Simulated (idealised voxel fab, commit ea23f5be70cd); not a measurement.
Documented hereafter: the process module known as voxel spacer lines.
Cross-sectional view cut (width: 140 nm; square cell size: 5 nm).
We lay out every cross-section as a grid of square cells and spell it out in bands from the top down, where one band means one or more rows of cells. Heads up on the band format: heights come first, top then bottom, in nm. After that it's the materials left to right, each with its width in nm. A single material flagged "all across" fills the whole band edge to edge, and "blank" means there's empty space there. Below 0: as-received wafer, all one material; heights counted from there. Lowest band: no bottom, goes on down, written "0 -> down". Quick explanation for "30 to 40": the width changes in equal steps down the rows of cells, from the first number in the band's top row to the second number in its bottom row. You'll sometimes find "same as before" written for a step, and that's the way of saying that nowhere in the cross-section did a cell change during that step. "Voids, fully enclosed" means: voids of 8 cells or more that are shut off from the top with no open way through. Written width x height at distance, distance from the left edge, in nm. Note: text after step settings on the step line = simulator remark on that step. The "overlay nm" setting may appear on a step's line; for a step that uses a mask, it gives how far to the right of its planned position the mask lay, and a negative value indicates the left.
Set out below are the planned steps of the process
1 RECEIVE | material Si
2 CONFORMAL_DEP | material SiO2 | thk nm 5
3 DIRECTIONAL_DEP | material TiN | thk nm 20
4 DIRECTIONAL_DEP | material aC | thk nm 20
5 PATTERN | tone cover | mask id MANDREL | material resist | width nm 20 | pitch nm 60 | thk nm 30 | overlay nm 0
6 DIRECTIONAL_ETCH | etch materials aC | depth nm 20
7 STRIP | etch materials resist
8 CONFORMAL_DEP | material SiN | thk nm 10
9 DIRECTIONAL_ETCH | etch materials SiN | depth nm 10
10 STRIP | etch materials aC
11 DIRECTIONAL_ETCH | etch materials TiN | depth nm 20
12 STRIP | etch materials SiN
13 FILL_DEP | material SiO2 | thk nm 5
14 CMP | height nm 25
Account of the first of two wafers, which was processed as intended
The cross-section here shows the wafer as received, i.e. in its state after step 1
  0 -> down  Si all across
  Voids, fully enclosed: none
Cross-section through the wafer, step 2 finished
  5 -> 0  SiO2 all across
  Below 0, the layers are the same as they were.
Cross-section through the wafer, step 3 finished
  25 -> 5  TiN all across
  Below 5, the layers are the same as they were.
Cross-section through the wafer, step 4 finished
  45 -> 25  aC all across
  Below 25, the layers are the same as they were.
Cross-section through the wafer, step 5 finished
  75 -> 45  30 blank, 20 resist, 40 blank, 20 resist, 30 blank
  Below 45, the layers are the same as they were.
Cross-section through the wafer, step 6 finished
  55 -> 45  30 blank, 20 resist, 40 blank, 20 resist, 30 blank
  45 -> 25  30 blank, 20 aC, 40 blank, 20 aC, 30 blank
  Below 25, the layers are the same as they were.
Cross-section through the wafer, step 7 finished
  45 -> 25  30 blank, 20 aC, 40 blank, 20 aC, 30 blank
  Below 25, the layers are the same as they were.
Cross-section through the wafer, step 8 finished
  55 -> 45  20 blank, 40 SiN, 20 blank, 40 SiN, 20 blank
  45 -> 35  20 blank, 10 SiN, 20 aC, 10 SiN, 20 blank, 10 SiN, 20 aC, 10 SiN, 20 blank
  35 -> 25  30 SiN, 20 aC, 40 SiN, 20 aC, 30 SiN
  Below 25, the layers are the same as they were.
Cross-section through the wafer, step 9 finished
  45 -> 25  20 blank, 10 SiN, 20 aC, 10 SiN, 20 blank, 10 SiN, 20 aC, 10 SiN, 20 blank
  Below 25, the layers are the same as they were.
Cross-section through the wafer, step 10 finished
  45 -> 25  20 blank, 10 SiN, 20 blank, 10 SiN, 20 blank, 10 SiN, 20 blank, 10 SiN, 20 blank
  Below 25, the layers are the same as they were.
Cross-section through the wafer, step 11 finished
  45 -> 25  20 blank, 10 SiN, 20 blank, 10 SiN, 20 blank, 10 SiN, 20 blank, 10 SiN, 20 blank
  25 -> 5  20 blank, 10 TiN, 20 blank, 10 TiN, 20 blank, 10 TiN, 20 blank, 10 TiN, 20 blank
  Below 5, the layers are the same as they were.
Cross-section through the wafer, step 12 finished
  25 -> 5  20 blank, 10 TiN, 20 blank, 10 TiN, 20 blank, 10 TiN, 20 blank, 10 TiN, 20 blank
  Below 5, the layers are the same as they were.
Cross-section through the wafer, step 13 finished
  30 -> 25  SiO2 all across
  25 -> 5  20 SiO2, 10 TiN, 20 SiO2, 10 TiN, 20 SiO2, 10 TiN, 20 SiO2, 10 TiN, 20 SiO2
  Below 5, the layers are the same as they were.
Cross-section through the wafer, step 14 finished
  25 -> 5  20 SiO2, 10 TiN, 20 SiO2, 10 TiN, 20 SiO2, 10 TiN, 20 SiO2, 10 TiN, 20 SiO2
  Below 5, the layers are the same as they were.
Second wafer - shared start and plan with the first - one error in running - same as the first up to step 1 inclusive
Second wafer, sectioned view, at step 2's planned end time: same as before
Second wafer, sectioned view, at step 3's planned end time
  20 -> 0  TiN all across
  Below 0, the layers are the same as they were.
Second wafer, sectioned view, at step 4's planned end time
  40 -> 20  aC all across
  Below 20, the layers are the same as they were.
Second wafer, sectioned view, at step 5's planned end time
  70 -> 40  30 blank, 20 resist, 40 blank, 20 resist, 30 blank
  Below 40, the layers are the same as they were.
Second wafer, sectioned view, at step 6's planned end time
  50 -> 40  30 blank, 20 resist, 40 blank, 20 resist, 30 blank
  40 -> 20  30 blank, 20 aC, 40 blank, 20 aC, 30 blank
  Below 20, the layers are the same as they were.
Second wafer, sectioned view, at step 7's planned end time
  40 -> 20  30 blank, 20 aC, 40 blank, 20 aC, 30 blank
  Below 20, the layers are the same as they were.
Second wafer, sectioned view, at step 8's planned end time
  50 -> 40  20 blank, 40 SiN, 20 blank, 40 SiN, 20 blank
  40 -> 30  20 blank, 10 SiN, 20 aC, 10 SiN, 20 blank, 10 SiN, 20 aC, 10 SiN, 20 blank
  30 -> 20  30 SiN, 20 aC, 40 SiN, 20 aC, 30 SiN
  Below 20, the layers are the same as they were.
Second wafer, sectioned view, at step 9's planned end time
  40 -> 20  20 blank, 10 SiN, 20 aC, 10 SiN, 20 blank, 10 SiN, 20 aC, 10 SiN, 20 blank
  Below 20, the layers are the same as they were.
Second wafer, sectioned view, at step 10's planned end time
  40 -> 20  20 blank, 10 SiN, 20 blank, 10 SiN, 20 blank, 10 SiN, 20 blank, 10 SiN, 20 blank
  Below 20, the layers are the same as they were.
Second wafer, sectioned view, at step 11's planned end time
  40 -> 20  20 blank, 10 SiN, 20 blank, 10 SiN, 20 blank, 10 SiN, 20 blank, 10 SiN, 20 blank
  20 -> 0  20 blank, 10 TiN, 20 blank, 10 TiN, 20 blank, 10 TiN, 20 blank, 10 TiN, 20 blank
  Below 0, the layers are the same as they were.
Second wafer, sectioned view, at step 12's planned end time
  20 -> 0  20 blank, 10 TiN, 20 blank, 10 TiN, 20 blank, 10 TiN, 20 blank, 10 TiN, 20 blank
  Below 0, the layers are the same as they were.
Second wafer, sectioned view, at step 13's planned end time
  25 -> 20  SiO2 all across
  20 -> 0  20 SiO2, 10 TiN, 20 SiO2, 10 TiN, 20 SiO2, 10 TiN, 20 SiO2, 10 TiN, 20 SiO2
  Below 0, the layers are the same as they were.
Second wafer, sectioned view, at step 14's planned end time: same as before
Misprocessing identified: the plan's step 2 went unexecuted, having been skipped
The concluding comparison shows that, measured in cells, each material is equally abundant on both wafers, albeit at different positions.
